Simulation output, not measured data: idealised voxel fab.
Name of the process module below: voxel ribs on slabs
cross-section cut | 230 nm wide | cells 5 nm
When this document writes out a cross-section, it uses a grid of square cells and lists it as bands, beginning at the top and moving down, with a band standing for one or more rows of cells.
A band entry consists of two parts. The first gives the height of the band's top and the height of its bottom, in nm. The rest lists the band's materials from left to right, each with its width in nm. A single material labelled with the word "everywhere" fills the band from edge to edge, and the word "air" marks empty space.
It should be noted that heights are counted from 0, beneath which the wafer as supplied is of one material throughout, and that the lowest band possesses no lower boundary but continues downward, as written in "0 -> down".
Per-row width for "30..40": begins at first number (top row of band), ends at second number (bottom row), increment between rows held constant.
What does "stayed the same" mean for a step? It means no cell of the cross-section changed in that step.
Closed empty spaces (no open way to the top) of 8 cells or more are what "Completely enclosed voids" lists, each as width x height at distance from the left edge, nm for all three.
On a step's line, text after the settings is the simulator commenting on that step.
overlay nm: mask offset rightward from planned place, masked step; negative means leftward offset.
Process steps (planned)
1) RECEIVE with material Si
2) DIRECTIONAL_DEP with material SiO2, thk nm 30
3) DIRECTIONAL_DEP with material SiN, thk nm 25
4) DIRECTIONAL_DEP with material aC, thk nm 10
5) PATTERN with tone cover, mask id RIB, material resist, width nm 25, thk nm 25, overlay nm 0
6) DIRECTIONAL_ETCH with etch materials aC, depth nm 10
7) STRIP with etch materials resist
8) DIRECTIONAL_ETCH with etch materials SiN, depth nm 10
9) STRIP with etch materials aC
10) DIRECTIONAL_DEP with material aC, thk nm 15
11) PATTERN with tone cover, mask id SLAB, material resist, width nm 85, thk nm 30, overlay nm 0
12) DIRECTIONAL_ETCH with etch materials aC, depth nm 15
13) STRIP with etch materials resist
14) DIRECTIONAL_ETCH with etch materials SiN, depth nm 15
15) STRIP with etch materials aC
16) FILL_DEP with material SiO2, thk nm 15
17) CMP with height nm 65
18) DIRECTIONAL_DEP with material TiN, thk nm 5
19) PATTERN with tone cover, mask id HEATER, material resist, width nm 35, thk nm 20, overlay nm 0
20) DIRECTIONAL_ETCH with etch materials TiN, depth nm 5
21) STRIP with etch materials resist
22) CONFORMAL_DEP with material SiN, thk nm 10
Of two wafers, the first: run according to plan
Cross-section of the wafer at receipt, which is the condition after step 1
- 0 -> down = Si everywhere
- Completely enclosed voids: none
After step 2
- 30 -> 0 = SiO2 everywhere
- Below 0, no change.
After step 3
- 55 -> 30 = SiN everywhere
- Below 30, no change.
After step 4
- 65 -> 55 = aC everywhere
- Below 55, no change.
After step 5
- 90 -> 65 = 100 nm air, 25 nm resist, 105 nm air
- Below 65, no change.
After step 6
- 80 -> 65 = 100 nm air, 25 nm resist, 105 nm air
- 65 -> 55 = 100 nm air, 25 nm aC, 105 nm air
- Below 55, no change.
After step 7
- 65 -> 55 = 100 nm air, 25 nm aC, 105 nm air
- Below 55, no change.
After step 8
- 65 -> 55 = 100 nm air, 25 nm aC, 105 nm air
- 55 -> 45 = 100 nm air, 25 nm SiN, 105 nm air
- Below 45, no change.
After step 9
- 55 -> 45 = 100 nm air, 25 nm SiN, 105 nm air
- Below 45, no change.
After step 10
- 70 -> 60 = 100 nm air, 25 nm aC, 105 nm air
- 60 -> 55 = aC everywhere
- 55 -> 45 = 100 nm aC, 25 nm SiN, 105 nm aC
- Below 45, no change.
After step 11
- 100 -> 70 = 70 nm air, 85 nm resist, 75 nm air
- 70 -> 60 = 70 nm air, 30 nm resist, 25 nm aC, 30 nm resist, 75 nm air
- Below 60, no change.
After step 12
- 85 -> 70 = 70 nm air, 85 nm resist, 75 nm air
- 70 -> 60 = 70 nm air, 30 nm resist, 25 nm aC, 30 nm resist, 75 nm air
- 60 -> 55 = 70 nm air, 85 nm aC, 75 nm air
- 55 -> 45 = 70 nm air, 30 nm aC, 25 nm SiN, 30 nm aC, 75 nm air
- Below 45, no change.
After step 13
- 70 -> 60 = 100 nm air, 25 nm aC, 105 nm air
- Below 60, no change.
After step 14
- 70 -> 60 = 100 nm air, 25 nm aC, 105 nm air
- 60 -> 55 = 70 nm air, 85 nm aC, 75 nm air
- 55 -> 45 = 70 nm air, 30 nm aC, 25 nm SiN, 30 nm aC, 75 nm air
- 45 -> 30 = 70 nm air, 85 nm SiN, 75 nm air
- Below 30, no change.
After step 15
- 55 -> 45 = 100 nm air, 25 nm SiN, 105 nm air
- Below 45, no change.
After step 16
- 70 -> 55 = SiO2 everywhere
- 55 -> 45 = 100 nm SiO2, 25 nm SiN, 105 nm SiO2
- 45 -> 30 = 70 nm SiO2, 85 nm SiN, 75 nm SiO2
- Below 30, no change.
After step 17
- 65 -> 55 = SiO2 everywhere
- Below 55, no change.
After step 18
- 70 -> 65 = TiN everywhere
- Below 65, no change.
After step 19
- 90 -> 70 = 95 nm air, 35 nm resist, 100 nm air
- Below 70, no change.
After step 20
- 90 -> 70 = 95 nm air, 35 nm resist, 100 nm air
- 70 -> 65 = 95 nm air, 35 nm TiN, 100 nm air
- Below 65, no change.
After step 21
- 70 -> 65 = 95 nm air, 35 nm TiN, 100 nm air
- Below 65, no change.
After step 22
- 80 -> 75 = 85 nm air, 55 nm SiN, 90 nm air
- 75 -> 70 = SiN everywhere
- 70 -> 65 = 95 nm SiN, 35 nm TiN, 100 nm SiN
- Below 65, no change.
Second wafer, same starting conditions and recipe as the first, one mistake in executing it, nothing differs from the first up to and including step 4
The second wafer cut through, at the time step 5 was supposed to be finished
- 90 -> 65 = 105 nm air, 20 nm resist, 105 nm air
- Below 65, no change.
The second wafer cut through, at the time step 6 was supposed to be finished
- 80 -> 65 = 105 nm air, 20 nm resist, 105 nm air
- 65 -> 55 = 105 nm air, 20 nm aC, 105 nm air
- Below 55, no change.
The second wafer cut through, at the time step 7 was supposed to be finished
- 65 -> 55 = 105 nm air, 20 nm aC, 105 nm air
- Below 55, no change.
The second wafer cut through, at the time step 8 was supposed to be finished
- 65 -> 55 = 105 nm air, 20 nm aC, 105 nm air
- 55 -> 45 = 105 nm air, 20 nm SiN, 105 nm air
- Below 45, no change.
The second wafer cut through, at the time step 9 was supposed to be finished
- 55 -> 45 = 105 nm air, 20 nm SiN, 105 nm air
- Below 45, no change.
The second wafer cut through, at the time step 10 was supposed to be finished
- 70 -> 60 = 105 nm air, 20 nm aC, 105 nm air
- 60 -> 55 = aC everywhere
- 55 -> 45 = 105 nm aC, 20 nm SiN, 105 nm aC
- Below 45, no change.
The second wafer cut through, at the time step 11 was supposed to be finished
- 100 -> 70 = 70 nm air, 85 nm resist, 75 nm air
- 70 -> 60 = 70 nm air, 35 nm resist, 20 nm aC, 30 nm resist, 75 nm air
- Below 60, no change.
The second wafer cut through, at the time step 12 was supposed to be finished
- 85 -> 70 = 70 nm air, 85 nm resist, 75 nm air
- 70 -> 60 = 70 nm air, 35 nm resist, 20 nm aC, 30 nm resist, 75 nm air
- 60 -> 55 = 70 nm air, 85 nm aC, 75 nm air
- 55 -> 45 = 70 nm air, 35 nm aC, 20 nm SiN, 30 nm aC, 75 nm air
- Below 45, no change.
The second wafer cut through, at the time step 13 was supposed to be finished
- 70 -> 60 = 105 nm air, 20 nm aC, 105 nm air
- Below 60, no change.
The second wafer cut through, at the time step 14 was supposed to be finished
- 70 -> 60 = 105 nm air, 20 nm aC, 105 nm air
- 60 -> 55 = 70 nm air, 85 nm aC, 75 nm air
- 55 -> 45 = 70 nm air, 35 nm aC, 20 nm SiN, 30 nm aC, 75 nm air
- 45 -> 30 = 70 nm air, 85 nm SiN, 75 nm air
- Below 30, no change.
The second wafer cut through, at the time step 15 was supposed to be finished
- 55 -> 45 = 105 nm air, 20 nm SiN, 105 nm air
- Below 45, no change.
The second wafer cut through, at the time step 16 was supposed to be finished
- 70 -> 55 = SiO2 everywhere
- 55 -> 45 = 105 nm SiO2, 20 nm SiN, 105 nm SiO2
- 45 -> 30 = 70 nm SiO2, 85 nm SiN, 75 nm SiO2
- Below 30, no change.
The second wafer cut through, at the time step 17 was supposed to be finished
- 65 -> 55 = SiO2 everywhere
- Below 55, no change.
The second wafer cut through, at the time step 18 was supposed to be finished
- 70 -> 65 = TiN everywhere
- Below 65, no change.
The second wafer cut through, at the time step 19 was supposed to be finished
- 90 -> 70 = 95 nm air, 35 nm resist, 100 nm air
- Below 70, no change.
The second wafer cut through, at the time step 20 was supposed to be finished
- 90 -> 70 = 95 nm air, 35 nm resist, 100 nm air
- 70 -> 65 = 95 nm air, 35 nm TiN, 100 nm air
- Below 65, no change.
The second wafer cut through, at the time step 21 was supposed to be finished
- 70 -> 65 = 95 nm air, 35 nm TiN, 100 nm air
- Below 65, no change.
The second wafer cut through, at the time step 22 was supposed to be finished
- 80 -> 75 = 85 nm air, 55 nm SiN, 90 nm air
- 75 -> 70 = SiN everywhere
- 70 -> 65 = 95 nm SiN, 35 nm TiN, 100 nm SiN
- Below 65, no change.
Short version of what went wrong: step 5, actual vs plan mismatch, actual run PATTERN with tone cover, mask id RIB, material resist, width nm 20, thk nm 25, overlay nm 0
Materials where the second wafer ends with more or fewer cells than the first: SiN -2, SiO2 +2
